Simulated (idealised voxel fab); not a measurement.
process module | voxel tone inversion
cross-section cut | 270 nm wide | cells 5 nm
A cross-section is a grid of square cells, given in bands from the top down. A band is one or more rows of cells.
Each band's line starts with the height of the band's top and of its bottom, in nm. Then come its materials from left to right, each with its width in nm. One material with "throughout" fills the band from edge to edge. "air" is empty space.
Height 0 is the level under which the wafer as received is all one material. The lowest band goes on downwards, as in "0 down".
A width such as "30 to 40" changes by the same amount from each row of cells to the next, from the band's top row to its bottom row.
"no change" after a step means that no cell of the cross-section changed.
closed voids: empty space of 8 cells or more with no open way to the top, each as width x height at its distance from the left edge, in nm
after a step's settings: what the simulator itself notes on the step
overlay nm, on a step with a mask: how far to the right of its planned place the mask lay; to the left if negative
plan
1 op RECEIVE | material Si
2 op CONFORMAL_DEP | material SiCN | thk nm 10
3 op DIRECTIONAL_DEP | material polySi | thk nm 15
4 op PATTERN | tone cover | mask id POSTS | material resist | width nm 15 | pitch nm 35 | thk nm 25 | overlay nm 0
5 op DIRECTIONAL_ETCH | etch materials polySi | depth nm 15
6 op STRIP | etch materials resist
7 op FILL_DEP | material lowk | thk nm 10
8 op CMP | height nm 25
9 op STRIP | etch materials polySi
10 op CONFORMAL_DEP | material TiN | thk nm 5
11 op FILL_DEP | material Ru | thk nm 5
12 op CMP | height nm 25
13 op CONFORMAL_DEP | material SiCN | thk nm 5
first wafer, as planned
as received, after step 1
  0 down: Si throughout
  closed voids: none
after step 2
  10 to 0: SiCN throughout
  below 0: unchanged
after step 3
  25 to 10: polySi throughout
  below 10: unchanged
after step 4
  50 to 25: air 90 | resist 15 | air 20 | resist 15 | air 20 | resist 15 | air 95
  below 25: unchanged
after step 5
  50 to 25: air 90 | resist 15 | air 20 | resist 15 | air 20 | resist 15 | air 95
  25 to 10: air 90 | polySi 15 | air 20 | polySi 15 | air 20 | polySi 15 | air 95
  below 10: unchanged
after step 6
  25 to 10: air 90 | polySi 15 | air 20 | polySi 15 | air 20 | polySi 15 | air 95
  below 10: unchanged
after step 7
  35 to 25: lowk throughout
  25 to 10: lowk 90 | polySi 15 | lowk 20 | polySi 15 | lowk 20 | polySi 15 | lowk 95
  below 10: unchanged
after step 8
  25 to 10: lowk 90 | polySi 15 | lowk 20 | polySi 15 | lowk 20 | polySi 15 | lowk 95
  below 10: unchanged
after step 9
  25 to 10: lowk 90 | air 15 | lowk 20 | air 15 | lowk 20 | air 15 | lowk 95
  below 10: unchanged
after step 10
  30 to 25: TiN 95 | air 5 | TiN 30 | air 5 | TiN 30 | air 5 | TiN 100
  25 to 15: lowk 90 | TiN 5 | air 5 | TiN 5 | lowk 20 | TiN 5 | air 5 | TiN 5 | lowk 20 | TiN 5 | air 5 | TiN 5 | lowk 95
  15 to 10: lowk 90 | TiN 15 | lowk 20 | TiN 15 | lowk 20 | TiN 15 | lowk 95
  below 10: unchanged
after step 11
  35 to 30: Ru throughout
  30 to 25: TiN 95 | Ru 5 | TiN 30 | Ru 5 | TiN 30 | Ru 5 | TiN 100
  25 to 15: lowk 90 | TiN 5 | Ru 5 | TiN 5 | lowk 20 | TiN 5 | Ru 5 | TiN 5 | lowk 20 | TiN 5 | Ru 5 | TiN 5 | lowk 95
  below 15: unchanged
after step 12
  25 to 15: lowk 90 | TiN 5 | Ru 5 | TiN 5 | lowk 20 | TiN 5 | Ru 5 | TiN 5 | lowk 20 | TiN 5 | Ru 5 | TiN 5 | lowk 95
  below 15: unchanged
after step 13
  30 to 25: SiCN throughout
  below 25: unchanged
second wafer: like start, like plan, one mistake. Through step 3 it matches the first wafer
when step 4 should have ended
  50 to 25: resist 90 | air 15 | resist 20 | air 15 | resist 20 | air 15 | resist 95
  below 25: unchanged
when step 5 should have ended
  50 to 25: resist 90 | air 15 | resist 20 | air 15 | resist 20 | air 15 | resist 95
  25 to 10: polySi 90 | air 15 | polySi 20 | air 15 | polySi 20 | air 15 | polySi 95
  below 10: unchanged
when step 6 should have ended
  25 to 10: polySi 90 | air 15 | polySi 20 | air 15 | polySi 20 | air 15 | polySi 95
  below 10: unchanged
when step 7 should have ended
  35 to 25: lowk throughout
  25 to 10: polySi 90 | lowk 15 | polySi 20 | lowk 15 | polySi 20 | lowk 15 | polySi 95
  below 10: unchanged
when step 8 should have ended
  25 to 10: polySi 90 | lowk 15 | polySi 20 | lowk 15 | polySi 20 | lowk 15 | polySi 95
  below 10: unchanged
when step 9 should have ended
  25 to 10: air 90 | lowk 15 | air 20 | lowk 15 | air 20 | lowk 15 | air 95
  below 10: unchanged
when step 10 should have ended
  30 to 25: air 85 | TiN 25 | air 10 | TiN 25 | air 10 | TiN 25 | air 90
  25 to 15: air 85 | TiN 5 | lowk 15 | TiN 5 | air 10 | TiN 5 | lowk 15 | TiN 5 | air 10 | TiN 5 | lowk 15 | TiN 5 | air 90
  15 to 10: TiN 90 | lowk 15 | TiN 20 | lowk 15 | TiN 20 | lowk 15 | TiN 95
  below 10: unchanged
when step 11 should have ended
  35 to 30: Ru throughout
  30 to 25: Ru 85 | TiN 25 | Ru 10 | TiN 25 | Ru 10 | TiN 25 | Ru 90
  25 to 15: Ru 85 | TiN 5 | lowk 15 | TiN 5 | Ru 10 | TiN 5 | lowk 15 | TiN 5 | Ru 10 | TiN 5 | lowk 15 | TiN 5 | Ru 90
  below 15: unchanged
when step 12 should have ended
  25 to 15: Ru 85 | TiN 5 | lowk 15 | TiN 5 | Ru 10 | TiN 5 | lowk 15 | TiN 5 | Ru 10 | TiN 5 | lowk 15 | TiN 5 | Ru 90
  below 15: unchanged
when step 13 should have ended
  30 to 25: SiCN throughout
  below 25: unchanged
what went wrong: step 4 ran as: op PATTERN | tone open | mask id POSTS | material resist | width nm 15 | pitch nm 35 | thk nm 25 | overlay nm 0
at the end the second wafer has, in cells: 72 more of Ru | 36 more of TiN | 108 fewer of lowk
